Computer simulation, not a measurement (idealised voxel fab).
The process module that follows is named voxel fin reveal.
Shown is cross-section cut, with a width of 175 nm and square cells of size 5 nm.
How to read a cross-section here: the picture is a grid of square cells, written as bands going from the top down, and any band can span one or more rows of cells.
Heights first: top, then bottom, in nm. Then materials, left to right, each with a width in nm. "everywhere" on a single material: fills the band edge to edge. "empty": empty space.
Below 0: as-received wafer, all one material; heights counted from there. Lowest band: no bottom, goes on down, written "z 0 and below".
The two numbers in a width such as "30..40" mark its ends across the band: the first belongs to the top row of cells, the second to the bottom row, and from each row to the next the width moves by the same amount.
Where the words "nothing different" appear for a step, the cross-section shows no cell changed by that step; every cell remained as before.
The entry titled "Trapped cavities" provides the empty spaces that have no open way to the top, restricted to those of 8 cells or more. Each is presented as width x height at distance, the distance being measured from the left edge, with all three in nm.
It should be noted that, on the line of a given step, the content following the step's settings is a remark produced by the simulator itself with respect to that step.
overlay nm: right-of-plan distance of the mask on a masked step; negative values mean left-of-plan.
## The following list gives the planned process steps
- 1: RECEIVE,material Si
- 2: CONFORMAL_DEP,material SiN,thk nm 10
- 3: DIRECTIONAL_DEP,material aC,thk nm 10
- 4: PATTERN,tone cover,mask id FINS,material resist,width nm 15,pitch nm 45,thk nm 25,overlay nm 0
- 5: DIRECTIONAL_ETCH,etch materials aC,depth nm 10
- 6: STRIP,etch materials resist
- 7: DIRECTIONAL_ETCH,etch materials SiN,depth nm 10
- 8: DIRECTIONAL_ETCH,etch materials Si,depth nm 35
- 9: STRIP,etch materials aC
- 10: FILL_DEP,material SiO2,thk nm 15
- 11: CMP,height nm 10
- 12: SELECTIVE_ETCH,etch materials SiO2,depth nm 35
- 13: STRIP,etch materials SiN
## Here's what the wafer looked like in cross-section when it arrived - that's after step 1
  z 0 and below = Si everywhere
  Trapped cavities: none
## Cross-section taken at module completion on the first of two wafers; processed per the plan
  z 0 to -25 = 35 empty, then 15 Si, then 30 empty, then 15 Si, then 30 empty, then 15 Si, then 35 empty
  z -25 to -35 = 35 SiO2, then 15 Si, then 30 SiO2, then 15 Si, then 30 SiO2, then 15 Si, then 35 SiO2
  z -35 and below = Si everywhere
  Trapped cavities: none
## Cross-sectional view: second of two wafers, end of module; start and plan identical to the first, one mistake in running
  z 0 to -25 = 25 empty, then 15 Si, then 30 empty, then 15 Si, then 30 empty, then 15 Si, then 45 empty
  z -25 to -35 = 25 SiO2, then 15 Si, then 30 SiO2, then 15 Si, then 30 SiO2, then 15 Si, then 45 SiO2
  z -35 and below = Si everywhere
  Trapped cavities: none
Deviation from plan: not per plan at step 4, really ran PATTERN,tone cover,mask id FINS,material resist,width nm 15,pitch nm 45,thk nm 25,overlay nm -10
When the process is done, the second wafer contains the same cell count of every material as the first wafer, but distributed over other locations.
